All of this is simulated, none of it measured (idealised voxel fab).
The process module that follows is named voxel wiring stack.
For reference, the cross-section in this document is cut, with width 255 nm and square cells of 5 nm.
Cross-section format: a grid of square cells, given as bands from top to bottom; each band is one or more rows of cells. Top, bottom (nm), then materials left to right with widths (nm); lone material tagged "all across" fills the whole band edge to edge; "air" = empty space. All heights in this document are referenced to 0, defined as the level beneath which the wafer, as received, consists entirely of one material. The lowest band is not bounded below; it extends indefinitely downward and is written in the form "0 -> down". The expression "30->40" gives the width at the extremes of the band, the first number at its top row of cells and the second at its bottom row, with the width changing by equal amounts from each row to the next in between. The designation "no change", where it is given for a processing step, indicates that no cell of the cross-section was altered in the course of that step. Any empty space of 8 cells or more lacking an open way to the top shows up in "Non-vented voids" as width x height at distance, distance from the left edge, in nm. Heads up: the bit after the settings on a step's line is the simulator's remark on that step. "overlay nm", when on a step's line for a step with a mask, measures how far to the right of its planned place the mask lay; a negative measure means to the left.
Below is the list of planned process steps
1) RECEIVE | material Si
2) CONFORMAL_DEP | material SiO2 | thk nm 15
3) CONFORMAL_DEP | material SiN | thk nm 5
4) DIRECTIONAL_DEP | material SiO2 | thk nm 15
5) DIRECTIONAL_DEP | material aC | thk nm 15
6) PATTERN | tone open | mask id METAL_1 | material resist | width nm 20 | pitch nm 35 | thk nm 35 | overlay nm 0
7) DIRECTIONAL_ETCH | etch materials aC | depth nm 15
8) STRIP | etch materials resist
9) DIRECTIONAL_ETCH | etch materials SiO2 | depth nm 15
10) DIRECTIONAL_ETCH | etch materials SiN | depth nm 5
11) STRIP | etch materials aC
12) CONFORMAL_DEP | material TiN | thk nm 5
13) FILL_DEP | material W | thk nm 10
14) CMP | height nm 35
15) CONFORMAL_DEP | material SiCN | thk nm 5
16) DIRECTIONAL_DEP | material SiO2 | thk nm 15
17) PATTERN | tone open | mask id PLUG_1 | material resist | width nm 15 | pitch nm 70 | thk nm 20 | overlay nm 0
18) DIRECTIONAL_ETCH | etch materials SiO2 | depth nm 15
19) DIRECTIONAL_ETCH | etch materials SiCN | depth nm 5
20) STRIP | etch materials resist
21) CONFORMAL_DEP | material TiN | thk nm 5
22) FILL_DEP | material Ru | thk nm 10
23) CMP | height nm 55
24) DIRECTIONAL_DEP | material TiN | thk nm 5
25) DIRECTIONAL_DEP | material Ru | thk nm 15
26) MASKED_ETCH | tone cover | mask id METAL_2 | width nm 20 | pitch nm 35 | etch materials Ru | depth nm 15 | overlay nm 0
27) MASKED_ETCH | tone cover | mask id METAL_2 | width nm 20 | pitch nm 35 | etch materials TiN | depth nm 5 | overlay nm 0
28) FILL_DEP | material SiO2 | thk nm 5
29) CMP | height nm 75
30) CONFORMAL_DEP | material SiCN | thk nm 5
31) DIRECTIONAL_DEP | material SiO2 | thk nm 30
32) DIRECTIONAL_DEP | material aC | thk nm 10
33) PATTERN | tone open | mask id METAL_3 | material resist | width nm 20 | pitch nm 35 | thk nm 30 | overlay nm 0
34) DIRECTIONAL_ETCH | etch materials aC | depth nm 10
35) STRIP | etch materials resist
36) DIRECTIONAL_ETCH | etch materials SiO2 | depth nm 20
37) STRIP | etch materials aC
38) PATTERN | tone open | mask id METAL_3_HOLES | material resist | width nm 15 | pitch nm 70 | thk nm 20 | overlay nm 0
39) DIRECTIONAL_ETCH | etch materials SiO2 | depth nm 10
40) DIRECTIONAL_ETCH | etch materials SiCN | depth nm 5
41) STRIP | etch materials resist
42) CONFORMAL_DEP | material TiN | thk nm 5
43) FILL_DEP | material Cu | thk nm 5
44) CMP | height nm 110
45) CONFORMAL_DEP | material SiN | thk nm 5
First of two wafers - as planned
Cross-section of the wafer at receipt, which is the condition after step 1
> 0 -> down | Si all across
> Non-vented voids: none
Cross-section of the wafer subsequent to step 2
> 15 -> 0 | SiO2 all across
> Whatever lies below 0 is exactly as it was before.
Cross-section of the wafer subsequent to step 3
> 20 -> 15 | SiN all across
> Whatever lies below 15 is exactly as it was before.
Cross-section of the wafer subsequent to step 4
> 35 -> 20 | SiO2 all across
> Whatever lies below 20 is exactly as it was before.
Cross-section of the wafer subsequent to step 5
> 50 -> 35 | aC all across
> Whatever lies below 35 is exactly as it was before.
Cross-section of the wafer subsequent to step 6
> 85 -> 50 | resist 65  air 20  resist 15  air 20  resist 15  air 20  resist 15  air 20  resist 65
> Whatever lies below 50 is exactly as it was before.
Cross-section of the wafer subsequent to step 7
> 70 -> 50 | resist 65  air 20  resist 15  air 20  resist 15  air 20  resist 15  air 20  resist 65
> 50 -> 35 | aC 65  air 20  aC 15  air 20  aC 15  air 20  aC 15  air 20  aC 65
> Whatever lies below 35 is exactly as it was before.
Cross-section of the wafer subsequent to step 8
> 50 -> 35 | aC 65  air 20  aC 15  air 20  aC 15  air 20  aC 15  air 20  aC 65
> Whatever lies below 35 is exactly as it was before.
Cross-section of the wafer subsequent to step 9
> 50 -> 35 | aC 65  air 20  aC 15  air 20  aC 15  air 20  aC 15  air 20  aC 65
> 35 -> 20 | SiO2 65  air 20  SiO2 15  air 20  SiO2 15  air 20  SiO2 15  air 20  SiO2 65
> Whatever lies below 20 is exactly as it was before.
Cross-section of the wafer subsequent to step 10
> 50 -> 35 | aC 65  air 20  aC 15  air 20  aC 15  air 20  aC 15  air 20  aC 65
> 35 -> 20 | SiO2 65  air 20  SiO2 15  air 20  SiO2 15  air 20  SiO2 15  air 20  SiO2 65
> 20 -> 15 | SiN 65  air 20  SiN 15  air 20  SiN 15  air 20  SiN 15  air 20  SiN 65
> Whatever lies below 15 is exactly as it was before.
Cross-section of the wafer subsequent to step 11
> 35 -> 20 | SiO2 65  air 20  SiO2 15  air 20  SiO2 15  air 20  SiO2 15  air 20  SiO2 65
> Whatever lies below 20 is exactly as it was before.
Cross-section of the wafer subsequent to step 12
> 40 -> 35 | TiN 70  air 10  TiN 25  air 10  TiN 25  air 10  TiN 25  air 10  TiN 70
> 35 -> 20 | SiO2 65  TiN 5  air 10  TiN 5  SiO2 15  TiN 5  air 10  TiN 5  SiO2 15  TiN 5  air 10  TiN 5  SiO2 15  TiN 5  air 10  TiN 5  SiO2 65
> 20 -> 15 | SiN 65  TiN 20  SiN 15  TiN 20  SiN 15  TiN 20  SiN 15  TiN 20  SiN 65
> Whatever lies below 15 is exactly as it was before.
Cross-section of the wafer subsequent to step 13
> 50 -> 40 | W all across
> 40 -> 35 | TiN 70  W 10  TiN 25  W 10  TiN 25  W 10  TiN 25  W 10  TiN 70
> 35 -> 20 | SiO2 65  TiN 5  W 10  TiN 5  SiO2 15  TiN 5  W 10  TiN 5  SiO2 15  TiN 5  W 10  TiN 5  SiO2 15  TiN 5  W 10  TiN 5  SiO2 65
> Whatever lies below 20 is exactly as it was before.
Cross-section of the wafer subsequent to step 14
> 35 -> 20 | SiO2 65  TiN 5  W 10  TiN 5  SiO2 15  TiN 5  W 10  TiN 5  SiO2 15  TiN 5  W 10  TiN 5  SiO2 15  TiN 5  W 10  TiN 5  SiO2 65
> Whatever lies below 20 is exactly as it was before.
Cross-section of the wafer subsequent to step 15
> 40 -> 35 | SiCN all across
> Whatever lies below 35 is exactly as it was before.
Cross-section of the wafer subsequent to step 16
> 55 -> 40 | SiO2 all across
> Whatever lies below 40 is exactly as it was before.
Cross-section of the wafer subsequent to step 17
> 75 -> 55 | resist 65  air 15  resist 55  air 15  resist 105
> Whatever lies below 55 is exactly as it was before.
Cross-section of the wafer subsequent to step 18
> 75 -> 55 | resist 65  air 15  resist 55  air 15  resist 105
> 55 -> 40 | SiO2 65  air 15  SiO2 55  air 15  SiO2 105
> Whatever lies below 40 is exactly as it was before.
Cross-section of the wafer subsequent to step 19
> 75 -> 55 | resist 65  air 15  resist 55  air 15  resist 105
> 55 -> 40 | SiO2 65  air 15  SiO2 55  air 15  SiO2 105
> 40 -> 35 | SiCN 65  air 15  SiCN 55  air 15  SiCN 105
> Whatever lies below 35 is exactly as it was before.
Cross-section of the wafer subsequent to step 20
> 55 -> 40 | SiO2 65  air 15  SiO2 55  air 15  SiO2 105
> Whatever lies below 40 is exactly as it was before.
Cross-section of the wafer subsequent to step 21
> 60 -> 55 | TiN 70  air 5  TiN 65  air 5  TiN 110
> 55 -> 40 | SiO2 65  TiN 5  air 5  TiN 5  SiO2 55  TiN 5  air 5  TiN 5  SiO2 105
> 40 -> 35 | SiCN 65  TiN 15  SiCN 55  TiN 15  SiCN 105
> Whatever lies below 35 is exactly as it was before.
Cross-section of the wafer subsequent to step 22
> 70 -> 60 | Ru all across
> 60 -> 55 | TiN 70  Ru 5  TiN 65  Ru 5  TiN 110
> 55 -> 40 | SiO2 65  TiN 5  Ru 5  TiN 5  SiO2 55  TiN 5  Ru 5  TiN 5  SiO2 105
> Whatever lies below 40 is exactly as it was before.
Cross-section of the wafer subsequent to step 23
> 55 -> 40 | SiO2 65  TiN 5  Ru 5  TiN 5  SiO2 55  TiN 5  Ru 5  TiN 5  SiO2 105
> Whatever lies below 40 is exactly as it was before.
Cross-section of the wafer subsequent to step 24
> 60 -> 55 | TiN all across
> Whatever lies below 55 is exactly as it was before.
Cross-section of the wafer subsequent to step 25
> 75 -> 60 | Ru all across
> Whatever lies below 60 is exactly as it was before.
Cross-section of the wafer subsequent to step 26
> 75 -> 60 | air 65  Ru 20  air 15  Ru 20  air 15  Ru 20  air 15  Ru 20  air 65
> Whatever lies below 60 is exactly as it was before.
Cross-section of the wafer subsequent to step 27
> 75 -> 60 | air 65  Ru 20  air 15  Ru 20  air 15  Ru 20  air 15  Ru 20  air 65
> 60 -> 55 | air 65  TiN 20  air 15  TiN 20  air 15  TiN 20  air 15  TiN 20  air 65
> Whatever lies below 55 is exactly as it was before.
Cross-section of the wafer subsequent to step 28
> 80 -> 75 | SiO2 all across
> 75 -> 60 | SiO2 65  Ru 20  SiO2 15  Ru 20  SiO2 15  Ru 20  SiO2 15  Ru 20  SiO2 65
> 60 -> 55 | SiO2 65  TiN 20  SiO2 15  TiN 20  SiO2 15  TiN 20  SiO2 15  TiN 20  SiO2 65
> Whatever lies below 55 is exactly as it was before.
Cross-section of the wafer subsequent to step 29
> 75 -> 60 | SiO2 65  Ru 20  SiO2 15  Ru 20  SiO2 15  Ru 20  SiO2 15  Ru 20  SiO2 65
> Whatever lies below 60 is exactly as it was before.
Cross-section of the wafer subsequent to step 30
> 80 -> 75 | SiCN all across
> Whatever lies below 75 is exactly as it was before.
Cross-section of the wafer subsequent to step 31
> 110 -> 80 | SiO2 all across
> Whatever lies below 80 is exactly as it was before.
Cross-section of the wafer subsequent to step 32
> 120 -> 110 | aC all across
> Whatever lies below 110 is exactly as it was before.
Cross-section of the wafer subsequent to step 33
> 150 -> 120 | resist 65  air 20  resist 15  air 20  resist 15  air 20  resist 15  air 20  resist 65
> Whatever lies below 120 is exactly as it was before.
Cross-section of the wafer subsequent to step 34
> 140 -> 120 | resist 65  air 20  resist 15  air 20  resist 15  air 20  resist 15  air 20  resist 65
> 120 -> 110 | aC 65  air 20  aC 15  air 20  aC 15  air 20  aC 15  air 20  aC 65
> Whatever lies below 110 is exactly as it was before.
Cross-section of the wafer subsequent to step 35
> 120 -> 110 | aC 65  air 20  aC 15  air 20  aC 15  air 20  aC 15  air 20  aC 65
> Whatever lies below 110 is exactly as it was before.
Cross-section of the wafer subsequent to step 36
> 120 -> 110 | aC 65  air 20  aC 15  air 20  aC 15  air 20  aC 15  air 20  aC 65
> 110 -> 90 | SiO2 65  air 20  SiO2 15  air 20  SiO2 15  air 20  SiO2 15  air 20  SiO2 65
> Whatever lies below 90 is exactly as it was before.
Cross-section of the wafer subsequent to step 37
> 110 -> 90 | SiO2 65  air 20  SiO2 15  air 20  SiO2 15  air 20  SiO2 15  air 20  SiO2 65
> Whatever lies below 90 is exactly as it was before.
Cross-section of the wafer subsequent to step 38
> 130 -> 110 | resist 65  air 15  resist 55  air 15  resist 105
> 110 -> 90 | SiO2 65  air 15  resist 5  SiO2 15  resist 20  SiO2 15  air 15  resist 5  SiO2 15  resist 20  SiO2 65
> Whatever lies below 90 is exactly as it was before.
Cross-section of the wafer subsequent to step 39
> 130 -> 110 | resist 65  air 15  resist 55  air 15  resist 105
> 110 -> 90 | SiO2 65  air 15  resist 5  SiO2 15  resist 20  SiO2 15  air 15  resist 5  SiO2 15  resist 20  SiO2 65
> 90 -> 80 | SiO2 65  air 15  SiO2 55  air 15  SiO2 105
> Whatever lies below 80 is exactly as it was before.
Cross-section of the wafer subsequent to step 40
> 130 -> 110 | resist 65  air 15  resist 55  air 15  resist 105
> 110 -> 90 | SiO2 65  air 15  resist 5  SiO2 15  resist 20  SiO2 15  air 15  resist 5  SiO2 15  resist 20  SiO2 65
> 90 -> 80 | SiO2 65  air 15  SiO2 55  air 15  SiO2 105
> 80 -> 75 | SiCN 65  air 15  SiCN 55  air 15  SiCN 105
> Whatever lies below 75 is exactly as it was before.
Cross-section of the wafer subsequent to step 41
> 110 -> 90 | SiO2 65  air 20  SiO2 15  air 20  SiO2 15  air 20  SiO2 15  air 20  SiO2 65
> Whatever lies below 90 is exactly as it was before.
Cross-section of the wafer subsequent to step 42
> 115 -> 110 | TiN 70  air 10  TiN 25  air 10  TiN 25  air 10  TiN 25  air 10  TiN 70
> 110 -> 95 | SiO2 65  TiN 5  air 10  TiN 5  SiO2 15  TiN 5  air 10  TiN 5  SiO2 15  TiN 5  air 10  TiN 5  SiO2 15  TiN 5  air 10  TiN 5  SiO2 65
> 95 -> 90 | SiO2 65  TiN 5  air 5  TiN 10  SiO2 15  TiN 20  SiO2 15  TiN 5  air 5  TiN 10  SiO2 15  TiN 20  SiO2 65
> 90 -> 80 | SiO2 65  TiN 5  air 5  TiN 5  SiO2 55  TiN 5  air 5  TiN 5  SiO2 105
> 80 -> 75 | SiCN 65  TiN 15  SiCN 55  TiN 15  SiCN 105
> Whatever lies below 75 is exactly as it was before.
Cross-section of the wafer subsequent to step 43
> 120 -> 115 | Cu all across
> 115 -> 110 | TiN 70  Cu 10  TiN 25  Cu 10  TiN 25  Cu 10  TiN 25  Cu 10  TiN 70
> 110 -> 95 | SiO2 65  TiN 5  Cu 10  TiN 5  SiO2 15  TiN 5  Cu 10  TiN 5  SiO2 15  TiN 5  Cu 10  TiN 5  SiO2 15  TiN 5  Cu 10  TiN 5  SiO2 65
> 95 -> 90 | SiO2 65  TiN 5  Cu 5  TiN 10  SiO2 15  TiN 20  SiO2 15  TiN 5  Cu 5  TiN 10  SiO2 15  TiN 20  SiO2 65
> 90 -> 80 | SiO2 65  TiN 5  Cu 5  TiN 5  SiO2 55  TiN 5  Cu 5  TiN 5  SiO2 105
> Whatever lies below 80 is exactly as it was before.
Cross-section of the wafer subsequent to step 44
> 110 -> 95 | SiO2 65  TiN 5  Cu 10  TiN 5  SiO2 15  TiN 5  Cu 10  TiN 5  SiO2 15  TiN 5  Cu 10  TiN 5  SiO2 15  TiN 5  Cu 10  TiN 5  SiO2 65
> Whatever lies below 95 is exactly as it was before.
Cross-section of the wafer subsequent to step 45
> 115 -> 110 | SiN all across
> Whatever lies below 110 is exactly as it was before.
The Second Wafer: Common Origin and Plan, One Mistake in Execution, Identical to the First Through Step 1
Cross-section, second wafer, at the end time the plan gives for step 2
> 5 -> 0 | SiN all across
> Whatever lies below 0 is exactly as it was before.
Cross-section, second wafer, at the end time the plan gives for step 3
> 20 -> 5 | SiO2 all across
> Whatever lies below 5 is exactly as it was before.
Cross-section, second wafer, at the end time the plan gives for step 4
> 35 -> 5 | SiO2 all across
> Whatever lies below 5 is exactly as it was before.
Cross-section, second wafer, at the end time the plan gives for step 5
> 50 -> 35 | aC all across
> Whatever lies below 35 is exactly as it was before.
Cross-section, second wafer, at the end time the plan gives for step 6
> 85 -> 50 | resist 65  air 20  resist 15  air 20  resist 15  air 20  resist 15  air 20  resist 65
> Whatever lies below 50 is exactly as it was before.
Cross-section, second wafer, at the end time the plan gives for step 7
> 70 -> 50 | resist 65  air 20  resist 15  air 20  resist 15  air 20  resist 15  air 20  resist 65
> 50 -> 35 | aC 65  air 20  aC 15  air 20  aC 15  air 20  aC 15  air 20  aC 65
> Whatever lies below 35 is exactly as it was before.
Cross-section, second wafer, at the end time the plan gives for step 8
> 50 -> 35 | aC 65  air 20  aC 15  air 20  aC 15  air 20  aC 15  air 20  aC 65
> Whatever lies below 35 is exactly as it was before.
Cross-section, second wafer, at the end time the plan gives for step 9
> 50 -> 35 | aC 65  air 20  aC 15  air 20  aC 15  air 20  aC 15  air 20  aC 65
> 35 -> 20 | SiO2 65  air 20  SiO2 15  air 20  SiO2 15  air 20  SiO2 15  air 20  SiO2 65
> Whatever lies below 20 is exactly as it was before.
Cross-section, second wafer, at the end time the plan gives for step 10: no change
Cross-section, second wafer, at the end time the plan gives for step 11
> 35 -> 20 | SiO2 65  air 20  SiO2 15  air 20  SiO2 15  air 20  SiO2 15  air 20  SiO2 65
> Whatever lies below 20 is exactly as it was before.
Cross-section, second wafer, at the end time the plan gives for step 12
> 40 -> 35 | TiN 70  air 10  TiN 25  air 10  TiN 25  air 10  TiN 25  air 10  TiN 70
> 35 -> 25 | SiO2 65  TiN 5  air 10  TiN 5  SiO2 15  TiN 5  air 10  TiN 5  SiO2 15  TiN 5  air 10  TiN 5  SiO2 15  TiN 5  air 10  TiN 5  SiO2 65
> 25 -> 20 | SiO2 65  TiN 20  SiO2 15  TiN 20  SiO2 15  TiN 20  SiO2 15  TiN 20  SiO2 65
> Whatever lies below 20 is exactly as it was before.
Cross-section, second wafer, at the end time the plan gives for step 13
> 50 -> 40 | W all across
> 40 -> 35 | TiN 70  W 10  TiN 25  W 10  TiN 25  W 10  TiN 25  W 10  TiN 70
> 35 -> 25 | SiO2 65  TiN 5  W 10  TiN 5  SiO2 15  TiN 5  W 10  TiN 5  SiO2 15  TiN 5  W 10  TiN 5  SiO2 15  TiN 5  W 10  TiN 5  SiO2 65
> Whatever lies below 25 is exactly as it was before.
Cross-section, second wafer, at the end time the plan gives for step 14
> 35 -> 25 | SiO2 65  TiN 5  W 10  TiN 5  SiO2 15  TiN 5  W 10  TiN 5  SiO2 15  TiN 5  W 10  TiN 5  SiO2 15  TiN 5  W 10  TiN 5  SiO2 65
> Whatever lies below 25 is exactly as it was before.
Cross-section, second wafer, at the end time the plan gives for step 15
> 40 -> 35 | SiCN all across
> Whatever lies below 35 is exactly as it was before.
Cross-section, second wafer, at the end time the plan gives for step 16
> 55 -> 40 | SiO2 all across
> Whatever lies below 40 is exactly as it was before.
Cross-section, second wafer, at the end time the plan gives for step 17
> 75 -> 55 | resist 65  air 15  resist 55  air 15  resist 105
> Whatever lies below 55 is exactly as it was before.
Cross-section, second wafer, at the end time the plan gives for step 18
> 75 -> 55 | resist 65  air 15  resist 55  air 15  resist 105
> 55 -> 40 | SiO2 65  air 15  SiO2 55  air 15  SiO2 105
> Whatever lies below 40 is exactly as it was before.
Cross-section, second wafer, at the end time the plan gives for step 19
> 75 -> 55 | resist 65  air 15  resist 55  air 15  resist 105
> 55 -> 40 | SiO2 65  air 15  SiO2 55  air 15  SiO2 105
> 40 -> 35 | SiCN 65  air 15  SiCN 55  air 15  SiCN 105
> Whatever lies below 35 is exactly as it was before.
Cross-section, second wafer, at the end time the plan gives for step 20
> 55 -> 40 | SiO2 65  air 15  SiO2 55  air 15  SiO2 105
> Whatever lies below 40 is exactly as it was before.
Cross-section, second wafer, at the end time the plan gives for step 21
> 60 -> 55 | TiN 70  air 5  TiN 65  air 5  TiN 110
> 55 -> 40 | SiO2 65  TiN 5  air 5  TiN 5  SiO2 55  TiN 5  air 5  TiN 5  SiO2 105
> 40 -> 35 | SiCN 65  TiN 15  SiCN 55  TiN 15  SiCN 105
> Whatever lies below 35 is exactly as it was before.
Cross-section, second wafer, at the end time the plan gives for step 22
> 70 -> 60 | Ru all across
> 60 -> 55 | TiN 70  Ru 5  TiN 65  Ru 5  TiN 110
> 55 -> 40 | SiO2 65  TiN 5  Ru 5  TiN 5  SiO2 55  TiN 5  Ru 5  TiN 5  SiO2 105
> Whatever lies below 40 is exactly as it was before.
Cross-section, second wafer, at the end time the plan gives for step 23
> 55 -> 40 | SiO2 65  TiN 5  Ru 5  TiN 5  SiO2 55  TiN 5  Ru 5  TiN 5  SiO2 105
> Whatever lies below 40 is exactly as it was before.
Cross-section, second wafer, at the end time the plan gives for step 24
> 60 -> 55 | TiN all across
> Whatever lies below 55 is exactly as it was before.
Cross-section, second wafer, at the end time the plan gives for step 25
> 75 -> 60 | Ru all across
> Whatever lies below 60 is exactly as it was before.
Cross-section, second wafer, at the end time the plan gives for step 26
> 75 -> 60 | air 65  Ru 20  air 15  Ru 20  air 15  Ru 20  air 15  Ru 20  air 65
> Whatever lies below 60 is exactly as it was before.
Cross-section, second wafer, at the end time the plan gives for step 27
> 75 -> 60 | air 65  Ru 20  air 15  Ru 20  air 15  Ru 20  air 15  Ru 20  air 65
> 60 -> 55 | air 65  TiN 20  air 15  TiN 20  air 15  TiN 20  air 15  TiN 20  air 65
> Whatever lies below 55 is exactly as it was before.
Cross-section, second wafer, at the end time the plan gives for step 28
> 80 -> 75 | SiO2 all across
> 75 -> 60 | SiO2 65  Ru 20  SiO2 15  Ru 20  SiO2 15  Ru 20  SiO2 15  Ru 20  SiO2 65
> 60 -> 55 | SiO2 65  TiN 20  SiO2 15  TiN 20  SiO2 15  TiN 20  SiO2 15  TiN 20  SiO2 65
> Whatever lies below 55 is exactly as it was before.
Cross-section, second wafer, at the end time the plan gives for step 29
> 75 -> 60 | SiO2 65  Ru 20  SiO2 15  Ru 20  SiO2 15  Ru 20  SiO2 15  Ru 20  SiO2 65
> Whatever lies below 60 is exactly as it was before.
Cross-section, second wafer, at the end time the plan gives for step 30
> 80 -> 75 | SiCN all across
> Whatever lies below 75 is exactly as it was before.
Cross-section, second wafer, at the end time the plan gives for step 31
> 110 -> 80 | SiO2 all across
> Whatever lies below 80 is exactly as it was before.
Cross-section, second wafer, at the end time the plan gives for step 32
> 120 -> 110 | aC all across
> Whatever lies below 110 is exactly as it was before.
Cross-section, second wafer, at the end time the plan gives for step 33
> 150 -> 120 | resist 65  air 20  resist 15  air 20  resist 15  air 20  resist 15  air 20  resist 65
> Whatever lies below 120 is exactly as it was before.
Cross-section, second wafer, at the end time the plan gives for step 34
> 140 -> 120 | resist 65  air 20  resist 15  air 20  resist 15  air 20  resist 15  air 20  resist 65
> 120 -> 110 | aC 65  air 20  aC 15  air 20  aC 15  air 20  aC 15  air 20  aC 65
> Whatever lies below 110 is exactly as it was before.
Cross-section, second wafer, at the end time the plan gives for step 35
> 120 -> 110 | aC 65  air 20  aC 15  air 20  aC 15  air 20  aC 15  air 20  aC 65
> Whatever lies below 110 is exactly as it was before.
Cross-section, second wafer, at the end time the plan gives for step 36
> 120 -> 110 | aC 65  air 20  aC 15  air 20  aC 15  air 20  aC 15  air 20  aC 65
> 110 -> 90 | SiO2 65  air 20  SiO2 15  air 20  SiO2 15  air 20  SiO2 15  air 20  SiO2 65
> Whatever lies below 90 is exactly as it was before.
Cross-section, second wafer, at the end time the plan gives for step 37
> 110 -> 90 | SiO2 65  air 20  SiO2 15  air 20  SiO2 15  air 20  SiO2 15  air 20  SiO2 65
> Whatever lies below 90 is exactly as it was before.
Cross-section, second wafer, at the end time the plan gives for step 38
> 130 -> 110 | resist 65  air 15  resist 55  air 15  resist 105
> 110 -> 90 | SiO2 65  air 15  resist 5  SiO2 15  resist 20  SiO2 15  air 15  resist 5  SiO2 15  resist 20  SiO2 65
> Whatever lies below 90 is exactly as it was before.
Cross-section, second wafer, at the end time the plan gives for step 39
> 130 -> 110 | resist 65  air 15  resist 55  air 15  resist 105
> 110 -> 90 | SiO2 65  air 15  resist 5  SiO2 15  resist 20  SiO2 15  air 15  resist 5  SiO2 15  resist 20  SiO2 65
> 90 -> 80 | SiO2 65  air 15  SiO2 55  air 15  SiO2 105
> Whatever lies below 80 is exactly as it was before.
Cross-section, second wafer, at the end time the plan gives for step 40
> 130 -> 110 | resist 65  air 15  resist 55  air 15  resist 105
> 110 -> 90 | SiO2 65  air 15  resist 5  SiO2 15  resist 20  SiO2 15  air 15  resist 5  SiO2 15  resist 20  SiO2 65
> 90 -> 80 | SiO2 65  air 15  SiO2 55  air 15  SiO2 105
> 80 -> 75 | SiCN 65  air 15  SiCN 55  air 15  SiCN 105
> Whatever lies below 75 is exactly as it was before.
Cross-section, second wafer, at the end time the plan gives for step 41
> 110 -> 90 | SiO2 65  air 20  SiO2 15  air 20  SiO2 15  air 20  SiO2 15  air 20  SiO2 65
> Whatever lies below 90 is exactly as it was before.
Cross-section, second wafer, at the end time the plan gives for step 42
> 115 -> 110 | TiN 70  air 10  TiN 25  air 10  TiN 25  air 10  TiN 25  air 10  TiN 70
> 110 -> 95 | SiO2 65  TiN 5  air 10  TiN 5  SiO2 15  TiN 5  air 10  TiN 5  SiO2 15  TiN 5  air 10  TiN 5  SiO2 15  TiN 5  air 10  TiN 5  SiO2 65
> 95 -> 90 | SiO2 65  TiN 5  air 5  TiN 10  SiO2 15  TiN 20  SiO2 15  TiN 5  air 5  TiN 10  SiO2 15  TiN 20  SiO2 65
> 90 -> 80 | SiO2 65  TiN 5  air 5  TiN 5  SiO2 55  TiN 5  air 5  TiN 5  SiO2 105
> 80 -> 75 | SiCN 65  TiN 15  SiCN 55  TiN 15  SiCN 105
> Whatever lies below 75 is exactly as it was before.
Cross-section, second wafer, at the end time the plan gives for step 43
> 120 -> 115 | Cu all across
> 115 -> 110 | TiN 70  Cu 10  TiN 25  Cu 10  TiN 25  Cu 10  TiN 25  Cu 10  TiN 70
> 110 -> 95 | SiO2 65  TiN 5  Cu 10  TiN 5  SiO2 15  TiN 5  Cu 10  TiN 5  SiO2 15  TiN 5  Cu 10  TiN 5  SiO2 15  TiN 5  Cu 10  TiN 5  SiO2 65
> 95 -> 90 | SiO2 65  TiN 5  Cu 5  TiN 10  SiO2 15  TiN 20  SiO2 15  TiN 5  Cu 5  TiN 10  SiO2 15  TiN 20  SiO2 65
> 90 -> 80 | SiO2 65  TiN 5  Cu 5  TiN 5  SiO2 55  TiN 5  Cu 5  TiN 5  SiO2 105
> Whatever lies below 80 is exactly as it was before.
Cross-section, second wafer, at the end time the plan gives for step 44
> 110 -> 95 | SiO2 65  TiN 5  Cu 10  TiN 5  SiO2 15  TiN 5  Cu 10  TiN 5  SiO2 15  TiN 5  Cu 10  TiN 5  SiO2 15  TiN 5  Cu 10  TiN 5  SiO2 65
> Whatever lies below 95 is exactly as it was before.
Cross-section, second wafer, at the end time the plan gives for step 45
> 115 -> 110 | SiN all across
> Whatever lies below 110 is exactly as it was before.
Deviation from plan: plan vs actual: 2 and 3 interchanged
Upon completion, the second wafer contains, in terms of cells, a greater or smaller amount of certain materials than the first wafer: +16 SiN, -8 TiN, -8 W
